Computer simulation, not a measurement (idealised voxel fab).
You're looking at the process module voxel capacitor over wiring.
Square cells of 5 nm make up the cross-section cut, whose width is 140 nm.
We lay out every cross-section as a grid of square cells and spell it out in bands from the top down, where one band means one or more rows of cells.
In this notation a band is specified by the heights of its top and bottom, in that order and in nm, after which its materials appear from left to right, each paired with its width in nm. The word "throughout" attached to a single material means that material fills the band from edge to edge; the word "air" stands for empty space.
Where do heights start? At 0: under that level the wafer as delivered is made of one material only. And the lowest band has no floor; it just carries on downward, as in "0 nm and below".
The width entry "30..40" should be interpreted row by row: the top row of cells in the band takes the first number, the bottom row takes the second number, and the change between adjacent rows is uniform throughout.
Step marked "identical to before"? Then no cell in the cross-section changed in it.
"Closed void table" lists enclosed empty spaces (at least 8 cells, no open path upward to the top), each as width x height at distance from the left edge, in nm.
That trailing text on a step's line, after the settings, is the simulator's own remark on the step.
Regarding "overlay nm": on a step with a mask, it is the distance the mask lay to the right of its planned place; a negative value places it to the left.
Process steps foreseen in the plan:
1 RECEIVE [material Si]
2 CONFORMAL_DEP [material SiO2] [thk nm 10]
3 DIRECTIONAL_DEP [material TiN] [thk nm 5]
4 DIRECTIONAL_DEP [material Ru] [thk nm 15]
5 MASKED_ETCH [tone cover] [mask id METAL_1] [width nm 20] [pitch nm 80] [etch materials Ru] [depth nm 15] [overlay nm 0]
6 MASKED_ETCH [tone cover] [mask id METAL_1] [width nm 20] [pitch nm 80] [etch materials TiN] [depth nm 5] [overlay nm 0]
7 CONFORMAL_DEP [material SiCN] [thk nm 5]
8 FILL_DEP [material SiO2] [thk nm 10]
9 CMP [height nm 30]
10 CONFORMAL_DEP [material SiCN] [thk nm 5]
11 DIRECTIONAL_DEP [material lowk] [thk nm 15]
12 MASKED_ETCH [tone open] [mask id PLUG_1] [width nm 15] [etch materials lowk] [depth nm 15] [overlay nm 0]
13 MASKED_ETCH [tone open] [mask id PLUG_1] [width nm 15] [etch materials SiCN] [depth nm 5] [overlay nm 0]
14 EPI [material Ru] [thk nm 10]
15 EPI [material Ru] [thk nm 10]
16 DIRECTIONAL_DEP [material TiN] [thk nm 10]
17 DIRECTIONAL_DEP [material SiN] [thk nm 5]
18 DIRECTIONAL_DEP [material TiN] [thk nm 5]
19 PATTERN [tone cover] [mask id UPPER_PLATE] [material resist] [width nm 65] [thk nm 15] [overlay nm 0]
20 DIRECTIONAL_ETCH [etch materials TiN] [depth nm 5]
21 DIRECTIONAL_ETCH [etch materials SiN] [depth nm 5]
22 STRIP [etch materials resist]
23 DIRECTIONAL_DEP [material aC] [thk nm 15]
24 PATTERN [tone cover] [mask id LOWER_PLATE] [material resist] [width nm 75] [thk nm 30] [overlay nm 0]
25 DIRECTIONAL_ETCH [etch materials aC] [depth nm 15]
26 STRIP [etch materials resist]
27 DIRECTIONAL_ETCH [etch materials TiN] [depth nm 10]
28 STRIP [etch materials aC]
29 FILL_DEP [material SiO2] [thk nm 15]
30 CMP [height nm 80]
31 PATTERN [tone open] [mask id PLUG_2] [material resist] [width nm 15] [thk nm 15] [overlay nm 0]
32 DIRECTIONAL_ETCH [etch materials SiO2] [depth nm 10]
33 STRIP [etch materials resist]
34 CONFORMAL_DEP [material TiN] [thk nm 5]
35 FILL_DEP [material W] [thk nm 5]
36 CMP [height nm 80]
37 CONFORMAL_DEP [material SiN] [thk nm 5]
Cross-section, incoming material, after step 1:
	0 nm and below | Si throughout
	Closed void table: none
Here's the cross-section of the first of our two wafers at the end of the module - it ran as planned:
	85 nm to 80 nm | SiN throughout
	80 nm to 75 nm | SiO2 (35) / TiN (5) / W (5) / TiN (5) / SiO2 (90)
	75 nm to 65 nm | SiO2 (35..25) / TiN (15..65) / SiO2 (90..50)
	65 nm to 60 nm | SiO2 (25) / SiN (65) / SiO2 (50)
	60 nm to 50 nm | SiO2 (20) / TiN (75) / SiO2 (45)
	50 nm to 35 nm | lowk (25) / Ru (15) / lowk (100)
	35 nm to 30 nm | SiCN (25) / Ru (15) / SiCN (100)
	30 nm to 15 nm | SiO2 (15) / SiCN (5) / Ru (20) / SiCN (5) / SiO2 (50) / SiCN (5) / Ru (20) / SiCN (5) / SiO2 (15)
	15 nm to 10 nm | SiCN (20) / TiN (20) / SiCN (60) / TiN (20) / SiCN (20)
	10 nm to 0 nm | SiO2 throughout
	0 nm and below | Si throughout
	Closed void table: none
Same start, same plan as the first wafer - but one mistake in the run. Cross-section of the second of the two at the end of the module:
	85 nm to 80 nm | SiN throughout
	80 nm to 75 nm | SiO2 (35) / TiN (5) / W (5) / TiN (5) / SiO2 (90)
	75 nm to 65 nm | SiO2 (35..25) / TiN (15..65) / SiO2 (90..50)
	65 nm to 60 nm | SiO2 (25) / SiN (65) / SiO2 (50)
	60 nm to 50 nm | SiO2 (20) / TiN (75) / SiO2 (45)
	50 nm to 35 nm | lowk (25) / Ru (15) / lowk (100)
	35 nm to 30 nm | SiCN (25) / Ru (5) / SiCN (110)
	30 nm to 15 nm | SiO2 (15) / SiCN (5) / Ru (20) / SiCN (5) / SiO2 (50) / SiCN (5) / Ru (20) / SiCN (5) / SiO2 (15)
	15 nm to 10 nm | SiCN (20) / TiN (20) / SiCN (60) / TiN (20) / SiCN (20)
	10 nm to 0 nm | SiO2 throughout
	0 nm and below | Si throughout
	Closed void table: none
What broke from the plan during processing? in deviation from the planned setting, step 13 was conducted as MASKED_ETCH [tone open] [mask id PLUG_1] [width nm 15] [etch materials SiCN] [depth nm 5] [overlay nm -10]
Final tally in cells, some materials are higher or lower on the second wafer than on the first: Ru: 2 fewer; SiCN: 2 more
